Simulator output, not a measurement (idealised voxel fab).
Module name: voxel transistor to metal (process module)
190 nm wide, 5 nm square cells: that's cross-section cut.
Reading order for cross-sections: top band down to bottom band. Underlying form: a grid of square cells. Band size: one or more rows of cells.
Band entry format. Leading values: height of top, height of bottom, nm. Remainder: materials in left-to-right order, each with its width in nm. Special words: "all across" on a single material, which then fills the band edge to edge; "air", empty space.
Below 0: as-received wafer, all one material; heights counted from there. Lowest band: no bottom, goes on down, written "0 nm and below".
Top row gets the first number, bottom row gets the second, and each row in between changes by the same step: that is how a band width like "30 to 40" works.
Key: "nothing different" - step with no changed cell in the cross-section.
Entry "Enclosed empty spaces" = empty spaces >= 8 cells with no open way to the top; each as width x height at distance, distance from left edge, all nm.
Heads up: the bit after the settings on a step's line is the simulator's remark on that step.
If you see "overlay nm" on a step's line and that step has a mask, it's telling you how far right of where it was planned the mask ended up; a negative number means it went left instead.

### The steps planned for the process are as follows
1 RECEIVE (material Si)
2 CONFORMAL_DEP (material SiO2; thk nm 5)
3 CONFORMAL_DEP (material SiN; thk nm 10)
4 DIRECTIONAL_DEP (material aC; thk nm 10)
5 PATTERN (tone cover; mask id ACTIVE; material resist; width nm 85; thk nm 30; overlay nm 0)
6 DIRECTIONAL_ETCH (etch materials aC; depth nm 10)
7 STRIP (etch materials resist)
8 DIRECTIONAL_ETCH (etch materials SiN; depth nm 10)
9 DIRECTIONAL_ETCH (etch materials SiO2; depth nm 5)
10 DIRECTIONAL_ETCH (etch materials Si; depth nm 30)
11 STRIP (etch materials aC)
12 FILL_DEP (material SiO2; thk nm 10)
13 CMP (height nm 15)
14 SELECTIVE_ETCH (etch materials SiO2; depth nm 5)
15 STRIP (etch materials SiN)
16 SELECTIVE_ETCH (etch materials SiO2; depth nm 5)
17 OXIDIZE (depth nm 5)
18 DIRECTIONAL_DEP (material polySi; thk nm 25)
19 DIRECTIONAL_DEP (material SiCN; thk nm 15)
20 MASKED_ETCH (tone cover; mask id GATE; width nm 15; etch materials SiCN; depth nm 25; overlay nm 0)
21 MASKED_ETCH (tone cover; mask id GATE; width nm 15; etch materials polySi; depth nm 35; overlay nm 0)
22 CONFORMAL_DEP (material SiN; thk nm 5)
23 DIRECTIONAL_ETCH (etch materials SiN; depth nm 5)
24 DIRECTIONAL_ETCH (etch materials SiO2; depth nm 5)
25 EPI (material nSi; thk nm 5)
26 FILL_DEP (material SiO2; thk nm 10)
27 CMP (height nm 40)
28 DIRECTIONAL_DEP (material SiO2; thk nm 10)
29 DIRECTIONAL_DEP (material aC; thk nm 10)
30 PATTERN (tone open; mask id CONTACT; material resist; width nm 25; pitch nm 50; thk nm 30; overlay nm 0)
31 DIRECTIONAL_ETCH (etch materials aC; depth nm 10)
32 STRIP (etch materials resist)
33 DIRECTIONAL_ETCH (etch materials SiO2; depth nm 50)
34 STRIP (etch materials aC)
35 CONFORMAL_DEP (material TiN; thk nm 5)
36 FILL_DEP (material W; thk nm 5)
37 CMP (height nm 50)
38 CONFORMAL_DEP (material SiN; thk nm 5)
39 DIRECTIONAL_DEP (material lowk; thk nm 25)
40 PATTERN (tone open; mask id METAL_1; material resist; width nm 15; pitch nm 60; thk nm 20; overlay nm 0)
41 DIRECTIONAL_ETCH (etch materials lowk; depth nm 25)
42 DIRECTIONAL_ETCH (etch materials SiN; depth nm 5)
43 STRIP (etch materials resist)
44 CONFORMAL_DEP (material TiN; thk nm 5)
45 FILL_DEP (material Ru; thk nm 5)
46 CMP (height nm 80)
47 CONFORMAL_DEP (material SiCN; thk nm 5)

### The first wafer of two, processed as planned

### Cross-sectional view of the wafer in its as-received condition, corresponding to the state after step 1
> 0 nm and below | Si all across
> Enclosed empty spaces: none

### The following cross-section depicts the wafer upon completion of step 2
> 5 nm to 0 nm | SiO2 all across
> Heights below 0 show no change.

### The following cross-section depicts the wafer upon completion of step 3
> 15 nm to 5 nm | SiN all across
> Heights below 5 show no change.

### The following cross-section depicts the wafer upon completion of step 4
> 25 nm to 15 nm | aC all across
> Heights below 15 show no change.

### The following cross-section depicts the wafer upon completion of step 5
> 55 nm to 25 nm | 50 of air; 85 of resist; 55 of air
> Heights below 25 show no change.

### The following cross-section depicts the wafer upon completion of step 6
> 45 nm to 25 nm | 50 of air; 85 of resist; 55 of air
> 25 nm to 15 nm | 50 of air; 85 of aC; 55 of air
> Heights below 15 show no change.

### The following cross-section depicts the wafer upon completion of step 7
> 25 nm to 15 nm | 50 of air; 85 of aC; 55 of air
> Heights below 15 show no change.

### The following cross-section depicts the wafer upon completion of step 8
> 25 nm to 15 nm | 50 of air; 85 of aC; 55 of air
> 15 nm to 5 nm | 50 of air; 85 of SiN; 55 of air
> Heights below 5 show no change.

### The following cross-section depicts the wafer upon completion of step 9
> 25 nm to 15 nm | 50 of air; 85 of aC; 55 of air
> 15 nm to 5 nm | 50 of air; 85 of SiN; 55 of air
> 5 nm to 0 nm | 50 of air; 85 of SiO2; 55 of air
> Heights below 0 show no change.

### The following cross-section depicts the wafer upon completion of step 10
> 25 nm to 15 nm | 50 of air; 85 of aC; 55 of air
> 15 nm to 5 nm | 50 of air; 85 of SiN; 55 of air
> 5 nm to 0 nm | 50 of air; 85 of SiO2; 55 of air
> 0 nm to -30 nm | 50 of air; 85 of Si; 55 of air
> Heights below -30 show no change.

### The following cross-section depicts the wafer upon completion of step 11
> 15 nm to 5 nm | 50 of air; 85 of SiN; 55 of air
> Heights below 5 show no change.

### The following cross-section depicts the wafer upon completion of step 12
> 25 nm to 15 nm | SiO2 all across
> 15 nm to 5 nm | 50 of SiO2; 85 of SiN; 55 of SiO2
> 5 nm to 0 nm | SiO2 all across
> 0 nm to -30 nm | 50 of SiO2; 85 of Si; 55 of SiO2
> Heights below -30 show no change.

### The following cross-section depicts the wafer upon completion of step 13
> 15 nm to 5 nm | 50 of SiO2; 85 of SiN; 55 of SiO2
> Heights below 5 show no change.

### The following cross-section depicts the wafer upon completion of step 14
> 15 nm to 10 nm | 50 of air; 85 of SiN; 55 of air
> Heights below 10 show no change.

### The following cross-section depicts the wafer upon completion of step 15
> 10 nm to 5 nm | 50 of SiO2; 85 of air; 55 of SiO2
> Heights below 5 show no change.

### The following cross-section depicts the wafer upon completion of step 16
> 5 nm to 0 nm | 45 of SiO2; 95 of air; 50 of SiO2
> Heights below 0 show no change.

### The following cross-section depicts the wafer upon completion of step 17
> 5 nm to 0 nm | 45 of SiO2; 95 of air; 50 of SiO2
> 0 nm to -5 nm | SiO2 all across
> Heights below -5 show no change.

### The following cross-section depicts the wafer upon completion of step 18
> 30 nm to 25 nm | 45 of polySi; 95 of air; 50 of polySi
> 25 nm to 5 nm | polySi all across
> 5 nm to 0 nm | 45 of SiO2; 95 of polySi; 50 of SiO2
> Heights below 0 show no change.

### The following cross-section depicts the wafer upon completion of step 19
> 45 nm to 40 nm | 45 of SiCN; 95 of air; 50 of SiCN
> 40 nm to 30 nm | SiCN all across
> 30 nm to 25 nm | 45 of polySi; 95 of SiCN; 50 of polySi
> Heights below 25 show no change.

### The following cross-section depicts the wafer upon completion of step 20
> 40 nm to 30 nm | 85 of air; 15 of SiCN; 90 of air
> 30 nm to 25 nm | 45 of polySi; 40 of air; 15 of SiCN; 40 of air; 50 of polySi
> Heights below 25 show no change.

### The following cross-section depicts the wafer upon completion of step 21
> 40 nm to 25 nm | 85 of air; 15 of SiCN; 90 of air
> 25 nm to 5 nm | 85 of air; 15 of polySi; 90 of air
> 5 nm to 0 nm | 45 of SiO2; 40 of air; 15 of polySi; 40 of air; 50 of SiO2
> Heights below 0 show no change.

### The following cross-section depicts the wafer upon completion of step 22
> 45 nm to 40 nm | 80 of air; 25 of SiN; 85 of air
> 40 nm to 25 nm | 80 of air; 5 of SiN; 15 of SiCN; 5 of SiN; 85 of air
> 25 nm to 10 nm | 80 of air; 5 of SiN; 15 of polySi; 5 of SiN; 85 of air
> 10 nm to 5 nm | 50 of SiN; 30 of air; 5 of SiN; 15 of polySi; 5 of SiN; 30 of air; 55 of SiN
> 5 nm to 0 nm | 45 of SiO2; 40 of SiN; 15 of polySi; 40 of SiN; 50 of SiO2
> Heights below 0 show no change.

### The following cross-section depicts the wafer upon completion of step 23
> 40 nm to 25 nm | 80 of air; 5 of SiN; 15 of SiCN; 5 of SiN; 85 of air
> 25 nm to 5 nm | 80 of air; 5 of SiN; 15 of polySi; 5 of SiN; 85 of air
> 5 nm to 0 nm | 45 of SiO2; 5 of SiN; 30 of air; 5 of SiN; 15 of polySi; 5 of SiN; 30 of air; 5 of SiN; 50 of SiO2
> Heights below 0 show no change.

### The following cross-section depicts the wafer upon completion of step 24
> 40 nm to 25 nm | 80 of air; 5 of SiN; 15 of SiCN; 5 of SiN; 85 of air
> 25 nm to 5 nm | 80 of air; 5 of SiN; 15 of polySi; 5 of SiN; 85 of air
> 5 nm to 0 nm | 45 of air; 5 of SiN; 30 of air; 5 of SiN; 15 of polySi; 5 of SiN; 30 of air; 5 of SiN; 50 of air
> 0 nm to -5 nm | 50 of SiO2; 30 of air; 25 of SiO2; 30 of air; 55 of SiO2
> Heights below -5 show no change.

### The following cross-section depicts the wafer upon completion of step 25
> 40 nm to 25 nm | 80 of air; 5 of SiN; 15 of SiCN; 5 of SiN; 85 of air
> 25 nm to 5 nm | 80 of air; 5 of SiN; 15 of polySi; 5 of SiN; 85 of air
> 5 nm to 0 nm | 45 of air; 5 of SiN; 30 of air; 5 of SiN; 15 of polySi; 5 of SiN; 30 of air; 5 of SiN; 50 of air
> 0 nm to -5 nm | 50 of SiO2; 30 of nSi; 25 of SiO2; 30 of nSi; 55 of SiO2
> Heights below -5 show no change.

### The following cross-section depicts the wafer upon completion of step 26
> 50 nm to 40 nm | SiO2 all across
> 40 nm to 25 nm | 80 of SiO2; 5 of SiN; 15 of SiCN; 5 of SiN; 85 of SiO2
> 25 nm to 5 nm | 80 of SiO2; 5 of SiN; 15 of polySi; 5 of SiN; 85 of SiO2
> 5 nm to 0 nm | 45 of SiO2; 5 of SiN; 30 of SiO2; 5 of SiN; 15 of polySi; 5 of SiN; 30 of SiO2; 5 of SiN; 50 of SiO2
> Heights below 0 show no change.

### The following cross-section depicts the wafer upon completion of step 27
> 40 nm to 25 nm | 80 of SiO2; 5 of SiN; 15 of SiCN; 5 of SiN; 85 of SiO2
> Heights below 25 show no change.

### The following cross-section depicts the wafer upon completion of step 28
> 50 nm to 40 nm | SiO2 all across
> Heights below 40 show no change.

### The following cross-section depicts the wafer upon completion of step 29
> 60 nm to 50 nm | aC all across
> Heights below 50 show no change.

### The following cross-section depicts the wafer upon completion of step 30
> 90 nm to 60 nm | 55 of resist; 25 of air; 25 of resist; 25 of air; 60 of resist
> Heights below 60 show no change.

### The following cross-section depicts the wafer upon completion of step 31
> 80 nm to 60 nm | 55 of resist; 25 of air; 25 of resist; 25 of air; 60 of resist
> 60 nm to 50 nm | 55 of aC; 25 of air; 25 of aC; 25 of air; 60 of aC
> Heights below 50 show no change.

### The following cross-section depicts the wafer upon completion of step 32
> 60 nm to 50 nm | 55 of aC; 25 of air; 25 of aC; 25 of air; 60 of aC
> Heights below 50 show no change.

### The following cross-section depicts the wafer upon completion of step 33
> 60 nm to 50 nm | 55 of aC; 25 of air; 25 of aC; 25 of air; 60 of aC
> 50 nm to 40 nm | 55 of SiO2; 25 of air; 25 of SiO2; 25 of air; 60 of SiO2
> 40 nm to 25 nm | 55 of SiO2; 25 of air; 5 of SiN; 15 of SiCN; 5 of SiN; 25 of air; 60 of SiO2
> 25 nm to 5 nm | 55 of SiO2; 25 of air; 5 of SiN; 15 of polySi; 5 of SiN; 25 of air; 60 of SiO2
> 5 nm to 0 nm | 45 of SiO2; 5 of SiN; 5 of SiO2; 25 of air; 5 of SiN; 15 of polySi; 5 of SiN; 25 of air; 5 of SiO2; 5 of SiN; 50 of SiO2
> Heights below 0 show no change.

### The following cross-section depicts the wafer upon completion of step 34
> 50 nm to 40 nm | 55 of SiO2; 25 of air; 25 of SiO2; 25 of air; 60 of SiO2
> Heights below 40 show no change.

### The following cross-section depicts the wafer upon completion of step 35
> 55 nm to 50 nm | 60 of TiN; 15 of air; 35 of TiN; 15 of air; 65 of TiN
> 50 nm to 40 nm | 55 of SiO2; 5 of TiN; 15 of air; 5 of TiN; 25 of SiO2; 5 of TiN; 15 of air; 5 of TiN; 60 of SiO2
> 40 nm to 25 nm | 55 of SiO2; 5 of TiN; 15 of air; 5 of TiN; 5 of SiN; 15 of SiCN; 5 of SiN; 5 of TiN; 15 of air; 5 of TiN; 60 of SiO2
> 25 nm to 5 nm | 55 of SiO2; 5 of TiN; 15 of air; 5 of TiN; 5 of SiN; 15 of polySi; 5 of SiN; 5 of TiN; 15 of air; 5 of TiN; 60 of SiO2
> 5 nm to 0 nm | 45 of SiO2; 5 of SiN; 5 of SiO2; 25 of TiN; 5 of SiN; 15 of polySi; 5 of SiN; 25 of TiN; 5 of SiO2; 5 of SiN; 50 of SiO2
> Heights below 0 show no change.

### The following cross-section depicts the wafer upon completion of step 36
> 60 nm to 55 nm | W all across
> 55 nm to 50 nm | 60 of TiN; 15 of W; 35 of TiN; 15 of W; 65 of TiN
> 50 nm to 40 nm | 55 of SiO2; 5 of TiN; 15 of W; 5 of TiN; 25 of SiO2; 5 of TiN; 15 of W; 5 of TiN; 60 of SiO2
> 40 nm to 25 nm | 55 of SiO2; 5 of TiN; 15 of W; 5 of TiN; 5 of SiN; 15 of SiCN; 5 of SiN; 5 of TiN; 15 of W; 5 of TiN; 60 of SiO2
> 25 nm to 5 nm | 55 of SiO2; 5 of TiN; 15 of W; 5 of TiN; 5 of SiN; 15 of polySi; 5 of SiN; 5 of TiN; 15 of W; 5 of TiN; 60 of SiO2
> Heights below 5 show no change.

### The following cross-section depicts the wafer upon completion of step 37
> 50 nm to 40 nm | 55 of SiO2; 5 of TiN; 15 of W; 5 of TiN; 25 of SiO2; 5 of TiN; 15 of W; 5 of TiN; 60 of SiO2
> Heights below 40 show no change.

### The following cross-section depicts the wafer upon completion of step 38
> 55 nm to 50 nm | SiN all across
> Heights below 50 show no change.

### The following cross-section depicts the wafer upon completion of step 39
> 80 nm to 55 nm | lowk all across
> Heights below 55 show no change.

### The following cross-section depicts the wafer upon completion of step 40
> 100 nm to 80 nm | 55 of resist; 15 of air; 45 of resist; 15 of air; 60 of resist
> Heights below 80 show no change.

### The following cross-section depicts the wafer upon completion of step 41
> 100 nm to 80 nm | 55 of resist; 15 of air; 45 of resist; 15 of air; 60 of resist
> 80 nm to 55 nm | 55 of lowk; 15 of air; 45 of lowk; 15 of air; 60 of lowk
> Heights below 55 show no change.

### The following cross-section depicts the wafer upon completion of step 42
> 100 nm to 80 nm | 55 of resist; 15 of air; 45 of resist; 15 of air; 60 of resist
> 80 nm to 55 nm | 55 of lowk; 15 of air; 45 of lowk; 15 of air; 60 of lowk
> 55 nm to 50 nm | 55 of SiN; 15 of air; 45 of SiN; 15 of air; 60 of SiN
> Heights below 50 show no change.

### The following cross-section depicts the wafer upon completion of step 43
> 80 nm to 55 nm | 55 of lowk; 15 of air; 45 of lowk; 15 of air; 60 of lowk
> Heights below 55 show no change.

### The following cross-section depicts the wafer upon completion of step 44
> 85 nm to 80 nm | 60 of TiN; 5 of air; 55 of TiN; 5 of air; 65 of TiN
> 80 nm to 55 nm | 55 of lowk; 5 of TiN; 5 of air; 5 of TiN; 45 of lowk; 5 of TiN; 5 of air; 5 of TiN; 60 of lowk
> 55 nm to 50 nm | 55 of SiN; 15 of TiN; 45 of SiN; 15 of TiN; 60 of SiN
> Heights below 50 show no change.

### The following cross-section depicts the wafer upon completion of step 45
> 90 nm to 85 nm | Ru all across
> 85 nm to 80 nm | 60 of TiN; 5 of Ru; 55 of TiN; 5 of Ru; 65 of TiN
> 80 nm to 55 nm | 55 of lowk; 5 of TiN; 5 of Ru; 5 of TiN; 45 of lowk; 5 of TiN; 5 of Ru; 5 of TiN; 60 of lowk
> Heights below 55 show no change.

### The following cross-section depicts the wafer upon completion of step 46
> 80 nm to 55 nm | 55 of lowk; 5 of TiN; 5 of Ru; 5 of TiN; 45 of lowk; 5 of TiN; 5 of Ru; 5 of TiN; 60 of lowk
> Heights below 55 show no change.

### The following cross-section depicts the wafer upon completion of step 47
> 85 nm to 80 nm | SiCN all across
> Heights below 80 show no change.

### Companion wafer, the second of two: same beginning, same intended sequence, one mistake in carrying it out; through step 1 inclusive it tracks the first exactly

### Second wafer, cross-section, planned end of step 2
> 5 nm to 0 nm | polySi all across
> Heights below 0 show no change.

### Second wafer, cross-section, planned end of step 3
> 15 nm to 5 nm | SiN all across
> Heights below 5 show no change.

### Second wafer, cross-section, planned end of step 4
> 25 nm to 15 nm | aC all across
> Heights below 15 show no change.

### Second wafer, cross-section, planned end of step 5
> 55 nm to 25 nm | 50 of air; 85 of resist; 55 of air
> Heights below 25 show no change.

### Second wafer, cross-section, planned end of step 6
> 45 nm to 25 nm | 50 of air; 85 of resist; 55 of air
> 25 nm to 15 nm | 50 of air; 85 of aC; 55 of air
> Heights below 15 show no change.

### Second wafer, cross-section, planned end of step 7
> 25 nm to 15 nm | 50 of air; 85 of aC; 55 of air
> Heights below 15 show no change.

### Second wafer, cross-section, planned end of step 8
> 25 nm to 15 nm | 50 of air; 85 of aC; 55 of air
> 15 nm to 5 nm | 50 of air; 85 of SiN; 55 of air
> Heights below 5 show no change.

Second wafer, cross-section, planned end of step 9: nothing different

### Second wafer, cross-section, planned end of step 10
> 25 nm to 15 nm | 50 of air; 85 of aC; 55 of air
> 15 nm to 5 nm | 50 of air; 85 of SiN; 55 of air
> 5 nm to 0 nm | 50 of air; 85 of polySi; 55 of air
> 0 nm to -25 nm | 50 of air; 85 of Si; 55 of air
> Heights below -25 show no change.

### Second wafer, cross-section, planned end of step 11
> 15 nm to 5 nm | 50 of air; 85 of SiN; 55 of air
> Heights below 5 show no change.

### Second wafer, cross-section, planned end of step 12
> 25 nm to 15 nm | SiO2 all across
> 15 nm to 5 nm | 50 of SiO2; 85 of SiN; 55 of SiO2
> 5 nm to 0 nm | 50 of SiO2; 85 of polySi; 55 of SiO2
> 0 nm to -25 nm | 50 of SiO2; 85 of Si; 55 of SiO2
> Heights below -25 show no change.

### Second wafer, cross-section, planned end of step 13
> 15 nm to 5 nm | 50 of SiO2; 85 of SiN; 55 of SiO2
> Heights below 5 show no change.

### Second wafer, cross-section, planned end of step 14
> 15 nm to 10 nm | 50 of air; 85 of SiN; 55 of air
> Heights below 10 show no change.

### Second wafer, cross-section, planned end of step 15
> 10 nm to 5 nm | 50 of SiO2; 85 of air; 55 of SiO2
> Heights below 5 show no change.

### Second wafer, cross-section, planned end of step 16
> 5 nm to 0 nm | 45 of SiO2; 5 of air; 85 of polySi; 5 of air; 50 of SiO2
> Heights below 0 show no change.

### Second wafer, cross-section, planned end of step 17
> 5 nm to 0 nm | 45 of SiO2; 5 of air; 85 of SiO2; 5 of air; 50 of SiO2
> 0 nm to -5 nm | 55 of SiO2; 75 of Si; 60 of SiO2
> Heights below -5 show no change.

### Second wafer, cross-section, planned end of step 18
> 30 nm to 25 nm | 45 of polySi; 5 of air; 85 of polySi; 5 of air; 50 of polySi
> 25 nm to 5 nm | polySi all across
> 5 nm to 0 nm | 45 of SiO2; 5 of polySi; 85 of SiO2; 5 of polySi; 50 of SiO2
> Heights below 0 show no change.

### Second wafer, cross-section, planned end of step 19
> 45 nm to 40 nm | 45 of SiCN; 5 of air; 85 of SiCN; 5 of air; 50 of SiCN
> 40 nm to 30 nm | SiCN all across
> 30 nm to 25 nm | 45 of polySi; 5 of SiCN; 85 of polySi; 5 of SiCN; 50 of polySi
> Heights below 25 show no change.

### Second wafer, cross-section, planned end of step 20
> 45 nm to 30 nm | 85 of air; 15 of SiCN; 90 of air
> 30 nm to 25 nm | 45 of polySi; 5 of air; 85 of polySi; 5 of air; 50 of polySi
> Heights below 25 show no change.

### Second wafer, cross-section, planned end of step 21
> 45 nm to 30 nm | 85 of air; 15 of SiCN; 90 of air
> 30 nm to 5 nm | 85 of air; 15 of polySi; 90 of air
> 5 nm to 0 nm | 45 of SiO2; 5 of air; 85 of SiO2; 5 of air; 50 of SiO2
> Heights below 0 show no change.

### Second wafer, cross-section, planned end of step 22
> 50 nm to 45 nm | 80 of air; 25 of SiN; 85 of air
> 45 nm to 30 nm | 80 of air; 5 of SiN; 15 of SiCN; 5 of SiN; 85 of air
> 30 nm to 10 nm | 80 of air; 5 of SiN; 15 of polySi; 5 of SiN; 85 of air
> 10 nm to 5 nm | 85 of SiN; 15 of polySi; 90 of SiN
> 5 nm to 0 nm | 45 of SiO2; 5 of SiN; 85 of SiO2; 5 of SiN; 50 of SiO2
> Heights below 0 show no change.

### Second wafer, cross-section, planned end of step 23
> 45 nm to 30 nm | 80 of air; 5 of SiN; 15 of SiCN; 5 of SiN; 85 of air
> 30 nm to 5 nm | 80 of air; 5 of SiN; 15 of polySi; 5 of SiN; 85 of air
> Heights below 5 show no change.

### Second wafer, cross-section, planned end of step 24
> 45 nm to 30 nm | 80 of air; 5 of SiN; 15 of SiCN; 5 of SiN; 85 of air
> 30 nm to 5 nm | 80 of air; 5 of SiN; 15 of polySi; 5 of SiN; 85 of air
> 5 nm to 0 nm | 45 of air; 5 of SiN; 30 of air; 25 of SiO2; 30 of air; 5 of SiN; 50 of air
> Heights below 0 show no change.

### Second wafer, cross-section, planned end of step 25
> 45 nm to 30 nm | 80 of air; 5 of SiN; 15 of SiCN; 5 of SiN; 85 of air
> 30 nm to 5 nm | 80 of air; 5 of SiN; 15 of polySi; 5 of SiN; 85 of air
> 5 nm to 0 nm | 45 of air; 5 of SiN; 30 of nSi; 25 of SiO2; 30 of nSi; 5 of SiN; 50 of air
> Heights below 0 show no change.

### Second wafer, cross-section, planned end of step 26
> 55 nm to 45 nm | SiO2 all across
> 45 nm to 30 nm | 80 of SiO2; 5 of SiN; 15 of SiCN; 5 of SiN; 85 of SiO2
> 30 nm to 5 nm | 80 of SiO2; 5 of SiN; 15 of polySi; 5 of SiN; 85 of SiO2
> 5 nm to 0 nm | 45 of SiO2; 5 of SiN; 30 of nSi; 25 of SiO2; 30 of nSi; 5 of SiN; 50 of SiO2
> Heights below 0 show no change.

### Second wafer, cross-section, planned end of step 27
> 40 nm to 30 nm | 80 of SiO2; 5 of SiN; 15 of SiCN; 5 of SiN; 85 of SiO2
> Heights below 30 show no change.

### Second wafer, cross-section, planned end of step 28
> 50 nm to 40 nm | SiO2 all across
> Heights below 40 show no change.

### Second wafer, cross-section, planned end of step 29
> 60 nm to 50 nm | aC all across
> Heights below 50 show no change.

### Second wafer, cross-section, planned end of step 30
> 90 nm to 60 nm | 55 of resist; 25 of air; 25 of resist; 25 of air; 60 of resist
> Heights below 60 show no change.

### Second wafer, cross-section, planned end of step 31
> 80 nm to 60 nm | 55 of resist; 25 of air; 25 of resist; 25 of air; 60 of resist
> 60 nm to 50 nm | 55 of aC; 25 of air; 25 of aC; 25 of air; 60 of aC
> Heights below 50 show no change.

### Second wafer, cross-section, planned end of step 32
> 60 nm to 50 nm | 55 of aC; 25 of air; 25 of aC; 25 of air; 60 of aC
> Heights below 50 show no change.

### Second wafer, cross-section, planned end of step 33
> 60 nm to 50 nm | 55 of aC; 25 of air; 25 of aC; 25 of air; 60 of aC
> 50 nm to 40 nm | 55 of SiO2; 25 of air; 25 of SiO2; 25 of air; 60 of SiO2
> 40 nm to 30 nm | 55 of SiO2; 25 of air; 5 of SiN; 15 of SiCN; 5 of SiN; 25 of air; 60 of SiO2
> 30 nm to 5 nm | 55 of SiO2; 25 of air; 5 of SiN; 15 of polySi; 5 of SiN; 25 of air; 60 of SiO2
> Heights below 5 show no change.

### Second wafer, cross-section, planned end of step 34
> 50 nm to 40 nm | 55 of SiO2; 25 of air; 25 of SiO2; 25 of air; 60 of SiO2
> Heights below 40 show no change.

### Second wafer, cross-section, planned end of step 35
> 55 nm to 50 nm | 60 of TiN; 15 of air; 35 of TiN; 15 of air; 65 of TiN
> 50 nm to 40 nm | 55 of SiO2; 5 of TiN; 15 of air; 5 of TiN; 25 of SiO2; 5 of TiN; 15 of air; 5 of TiN; 60 of SiO2
> 40 nm to 30 nm | 55 of SiO2; 5 of TiN; 15 of air; 5 of TiN; 5 of SiN; 15 of SiCN; 5 of SiN; 5 of TiN; 15 of air; 5 of TiN; 60 of SiO2
> 30 nm to 10 nm | 55 of SiO2; 5 of TiN; 15 of air; 5 of TiN; 5 of SiN; 15 of polySi; 5 of SiN; 5 of TiN; 15 of air; 5 of TiN; 60 of SiO2
> 10 nm to 5 nm | 55 of SiO2; 25 of TiN; 5 of SiN; 15 of polySi; 5 of SiN; 25 of TiN; 60 of SiO2
> Heights below 5 show no change.

### Second wafer, cross-section, planned end of step 36
> 60 nm to 55 nm | W all across
> 55 nm to 50 nm | 60 of TiN; 15 of W; 35 of TiN; 15 of W; 65 of TiN
> 50 nm to 40 nm | 55 of SiO2; 5 of TiN; 15 of W; 5 of TiN; 25 of SiO2; 5 of TiN; 15 of W; 5 of TiN; 60 of SiO2
> 40 nm to 30 nm | 55 of SiO2; 5 of TiN; 15 of W; 5 of TiN; 5 of SiN; 15 of SiCN; 5 of SiN; 5 of TiN; 15 of W; 5 of TiN; 60 of SiO2
> 30 nm to 10 nm | 55 of SiO2; 5 of TiN; 15 of W; 5 of TiN; 5 of SiN; 15 of polySi; 5 of SiN; 5 of TiN; 15 of W; 5 of TiN; 60 of SiO2
> Heights below 10 show no change.

### Second wafer, cross-section, planned end of step 37
> 50 nm to 40 nm | 55 of SiO2; 5 of TiN; 15 of W; 5 of TiN; 25 of SiO2; 5 of TiN; 15 of W; 5 of TiN; 60 of SiO2
> Heights below 40 show no change.

### Second wafer, cross-section, planned end of step 38
> 55 nm to 50 nm | SiN all across
> Heights below 50 show no change.

### Second wafer, cross-section, planned end of step 39
> 80 nm to 55 nm | lowk all across
> Heights below 55 show no change.

### Second wafer, cross-section, planned end of step 40
> 100 nm to 80 nm | 55 of resist; 15 of air; 45 of resist; 15 of air; 60 of resist
> Heights below 80 show no change.

### Second wafer, cross-section, planned end of step 41
> 100 nm to 80 nm | 55 of resist; 15 of air; 45 of resist; 15 of air; 60 of resist
> 80 nm to 55 nm | 55 of lowk; 15 of air; 45 of lowk; 15 of air; 60 of lowk
> Heights below 55 show no change.

### Second wafer, cross-section, planned end of step 42
> 100 nm to 80 nm | 55 of resist; 15 of air; 45 of resist; 15 of air; 60 of resist
> 80 nm to 55 nm | 55 of lowk; 15 of air; 45 of lowk; 15 of air; 60 of lowk
> 55 nm to 50 nm | 55 of SiN; 15 of air; 45 of SiN; 15 of air; 60 of SiN
> Heights below 50 show no change.

### Second wafer, cross-section, planned end of step 43
> 80 nm to 55 nm | 55 of lowk; 15 of air; 45 of lowk; 15 of air; 60 of lowk
> Heights below 55 show no change.

### Second wafer, cross-section, planned end of step 44
> 85 nm to 80 nm | 60 of TiN; 5 of air; 55 of TiN; 5 of air; 65 of TiN
> 80 nm to 55 nm | 55 of lowk; 5 of TiN; 5 of air; 5 of TiN; 45 of lowk; 5 of TiN; 5 of air; 5 of TiN; 60 of lowk
> 55 nm to 50 nm | 55 of SiN; 15 of TiN; 45 of SiN; 15 of TiN; 60 of SiN
> Heights below 50 show no change.

### Second wafer, cross-section, planned end of step 45
> 90 nm to 85 nm | Ru all across
> 85 nm to 80 nm | 60 of TiN; 5 of Ru; 55 of TiN; 5 of Ru; 65 of TiN
> 80 nm to 55 nm | 55 of lowk; 5 of TiN; 5 of Ru; 5 of TiN; 45 of lowk; 5 of TiN; 5 of Ru; 5 of TiN; 60 of lowk
> Heights below 55 show no change.

### Second wafer, cross-section, planned end of step 46
> 80 nm to 55 nm | 55 of lowk; 5 of TiN; 5 of Ru; 5 of TiN; 45 of lowk; 5 of TiN; 5 of Ru; 5 of TiN; 60 of lowk
> Heights below 55 show no change.

### Second wafer, cross-section, planned end of step 47
> 85 nm to 80 nm | SiCN all across
> Heights below 80 show no change.
what went wrong: so step 2 ended up running with a different setting than we planned, it ran as CONFORMAL_DEP (material polySi; thk nm 5)
End of process, cell counts, second wafer against first, materials with more or fewer: Si +36; SiCN -3; SiN -2; SiO2 -21; TiN -4; W -6
